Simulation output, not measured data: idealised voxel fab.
Title: Process Module voxel transistor to metal
The width of the displayed cross-section, cut, is 270 nm; its cells are square, with a size of 5 nm.
When this document writes out a cross-section, it uses a grid of square cells and lists it as bands, beginning at the top and moving down, with a band standing for one or more rows of cells.
In this notation a band is specified by the heights of its top and bottom, in that order and in nm, after which its materials appear from left to right, each paired with its width in nm. The word "throughout" attached to a single material means that material fills the band from edge to edge; the word "empty" stands for empty space.
Height reference: 0 = level under which incoming wafer is all one material. Lowest band: no bottom, runs on downward, e.g. "0 -> down".
The two numbers in a width such as "30..40" mark its ends across the band: the first belongs to the top row of cells, the second to the bottom row, and from each row to the next the width moves by the same amount.
"identical to before" after a step means that no cell of the cross-section changed.
"Closed void list" specifies each empty space that is not open to the top and that occupies no fewer than 8 cells, using the form width x height at distance, the distance measured from the left edge and all three quantities in nm.
Whatever follows a step's settings on its line is a remark the simulator itself makes about that step.
When a step includes a mask, the "overlay nm" setting on its line states how far to the right of its planned place that mask lay, and negative values state how far to the left.
The following list gives the planned process steps
step 1: RECEIVE,material Si
step 2: OXIDIZE,depth nm 5
step 3: CONFORMAL_DEP,material SiN,thk nm 10
step 4: MASKED_ETCH,tone cover,mask id ACTIVE,width nm 110,pitch nm 130,etch materials SiN,depth nm 10,overlay nm 0
step 5: MASKED_ETCH,tone cover,mask id ACTIVE,width nm 110,pitch nm 130,etch materials SiO2,depth nm 5,overlay nm 0
step 6: MASKED_ETCH,tone cover,mask id ACTIVE,width nm 110,pitch nm 130,etch materials Si,depth nm 20,overlay nm 0
step 7: FILL_DEP,material SiO2,thk nm 5
step 8: CMP,height nm 10
step 9: SELECTIVE_ETCH,etch materials SiO2,depth nm 5
step 10: STRIP,etch materials SiN
step 11: SELECTIVE_ETCH,etch materials SiO2,depth nm 5
step 12: OXIDIZE,depth nm 5
step 13: DIRECTIONAL_DEP,material polySi,thk nm 25
step 14: DIRECTIONAL_DEP,material SiCN,thk nm 10
step 15: PATTERN,tone cover,mask id GATE,material resist,width nm 20,pitch nm 130,thk nm 20,overlay nm 0
step 16: DIRECTIONAL_ETCH,etch materials SiCN,depth nm 20
step 17: DIRECTIONAL_ETCH,etch materials polySi,depth nm 35
step 18: STRIP,etch materials resist
step 19: CONFORMAL_DEP,material SiN,thk nm 5
step 20: DIRECTIONAL_ETCH,etch materials SiN,depth nm 5
step 21: DIRECTIONAL_ETCH,etch materials SiO2,depth nm 5
step 22: EPI,material SiGe,thk nm 5
step 23: FILL_DEP,material SiO2,thk nm 10
step 24: CMP,height nm 30
step 25: DIRECTIONAL_DEP,material SiO2,thk nm 10
step 26: PATTERN,tone open,mask id CONTACT,material resist,width nm 30,thk nm 20,overlay nm 0
step 27: DIRECTIONAL_ETCH,etch materials SiO2,depth nm 45
step 28: STRIP,etch materials resist
step 29: CONFORMAL_DEP,material TiN,thk nm 5
step 30: FILL_DEP,material Ru,thk nm 10
step 31: CMP,height nm 40
step 32: DIRECTIONAL_DEP,material TiN,thk nm 5
step 33: DIRECTIONAL_DEP,material W,thk nm 15
step 34: PATTERN,tone cover,mask id METAL_1,material resist,width nm 20,thk nm 15,overlay nm 0
step 35: DIRECTIONAL_ETCH,etch materials W,depth nm 15
step 36: DIRECTIONAL_ETCH,etch materials TiN,depth nm 5
step 37: STRIP,etch materials resist
step 38: CONFORMAL_DEP,material SiN,thk nm 5
step 39: FILL_DEP,material SiO2,thk nm 5
step 40: CMP,height nm 60
step 41: CONFORMAL_DEP,material SiN,thk nm 5
Received-state cross-section, reflecting completion of step 1
	0 -> down  Si throughout
	Closed void list: none
End-of-module cross-section of the first of two wafers, processed as planned
	65 -> 60  SiN throughout
	60 -> 45  SiO2=20, then SiN=5, then W=20, then SiN=5, then SiO2=40, then SiN=5, then W=20, then SiN=5, then SiO2=30, then SiN=5, then W=20, then SiN=5, then SiO2=40, then SiN=5, then W=20, then SiN=5, then SiO2=20
	45 -> 40  SiN=25, then TiN=20, then SiN=50, then TiN=20, then SiN=40, then TiN=20, then SiN=50, then TiN=20, then SiN=25
	40 -> 30  SiO2=25, then TiN=5, then Ru=20, then TiN=5, then SiO2=30, then TiN=5, then Ru=20, then TiN=5, then SiO2=40, then TiN=5, then Ru=20, then TiN=5, then SiO2=30, then TiN=5, then Ru=20, then TiN=5, then SiO2=25
	30 -> 20  SiO2=25, then TiN=5, then Ru=20, then TiN=5, then SiN=5, then SiCN=20, then SiN=5, then TiN=5, then Ru=20, then TiN=5, then SiO2=40, then TiN=5, then Ru=20, then TiN=5, then SiN=5, then SiCN=20, then SiN=5, then TiN=5, then Ru=20, then TiN=5, then SiO2=25
	20 -> 0  SiO2=25, then TiN=5, then Ru=20, then TiN=5, then SiN=5, then polySi=20, then SiN=5, then TiN=5, then Ru=20, then TiN=5, then SiO2=40, then TiN=5, then Ru=20, then TiN=5, then SiN=5, then polySi=20, then SiN=5, then TiN=5, then Ru=20, then TiN=5, then SiO2=25
	0 -> -5  SiO2=10, then SiN=5, then SiO2=10, then TiN=30, then SiN=5, then polySi=20, then SiN=5, then TiN=30, then SiO2=10, then SiN=5, then SiO2=10, then SiN=5, then SiO2=10, then TiN=30, then SiN=5, then polySi=20, then SiN=5, then TiN=30, then SiO2=10, then SiN=5, then SiO2=10
	-5 -> -10  SiO2=15, then SiGe=40, then SiO2=30, then SiGe=40, then SiO2=20, then SiGe=40, then SiO2=30, then SiGe=40, then SiO2=15
	-10 -> -25  SiO2=15, then Si=110, then SiO2=20, then Si=110, then SiO2=15
	-25 -> down  Si throughout
	Closed void list: none
This cross-section belongs to the second wafer of two at the end of the module; the start and the plan were shared with the first, and the run included one mistake
	65 -> 60  SiN throughout
	60 -> 45  SiO2=20, then SiN=5, then W=20, then SiN=5, then SiO2=40, then SiN=5, then W=20, then SiN=5, then SiO2=30, then SiN=5, then W=20, then SiN=5, then SiO2=40, then SiN=5, then W=20, then SiN=5, then SiO2=20
	45 -> 40  SiN=25, then TiN=20, then SiN=50, then TiN=20, then SiN=40, then TiN=20, then SiN=50, then TiN=20, then SiN=25
	40 -> 30  SiO2=25, then TiN=5, then Ru=20, then TiN=5, then SiO2=30, then TiN=5, then Ru=20, then TiN=5, then SiO2=40, then TiN=5, then Ru=20, then TiN=5, then SiO2=30, then TiN=5, then Ru=20, then TiN=5, then SiO2=25
	30 -> 20  SiO2=25, then TiN=5, then Ru=20, then TiN=5, then SiN=5, then SiCN=20, then SiN=5, then TiN=5, then Ru=20, then TiN=5, then SiO2=40, then TiN=5, then Ru=20, then TiN=5, then SiN=5, then SiCN=20, then SiN=5, then TiN=5, then Ru=20, then TiN=5, then SiO2=25
	20 -> 0  SiO2=25, then TiN=5, then Ru=20, then TiN=5, then SiN=5, then polySi=20, then SiN=5, then TiN=5, then Ru=20, then TiN=5, then SiO2=40, then TiN=5, then Ru=20, then TiN=5, then SiN=5, then polySi=20, then SiN=5, then TiN=5, then Ru=20, then TiN=5, then SiO2=25
	0 -> -5  SiO2=25, then TiN=30, then SiN=5, then polySi=20, then SiN=5, then TiN=30, then SiO2=40, then TiN=30, then SiN=5, then polySi=20, then SiN=5, then TiN=30, then SiO2=25
	-5 -> -10  SiO2=10, then SiN=5, then SiGe=40, then SiO2=30, then SiGe=40, then SiN=5, then SiO2=10, then SiN=5, then SiGe=40, then SiO2=30, then SiGe=40, then SiN=5, then SiO2=10
	-10 -> -15  SiO2=10, then SiN=5, then SiO2=5, then Si=100, then SiO2=5, then SiN=5, then SiO2=10, then SiN=5, then SiO2=5, then Si=100, then SiO2=5, then SiN=5, then SiO2=10
	-15 -> -25  SiO2=20..15, then Si=100..110, then SiO2=30..20, then Si=100..110, then SiO2=20..15
	-25 -> down  Si throughout
	Closed void list: none
what went wrong: step 11 was not run as planned; what actually ran was SELECTIVE_ETCH,etch materials SiO2,depth nm 15
The second wafer ends with more or fewer cells of some materials than the first, per final count: Si: 8 fewer, SiN: 4 more, SiO2: 4 more
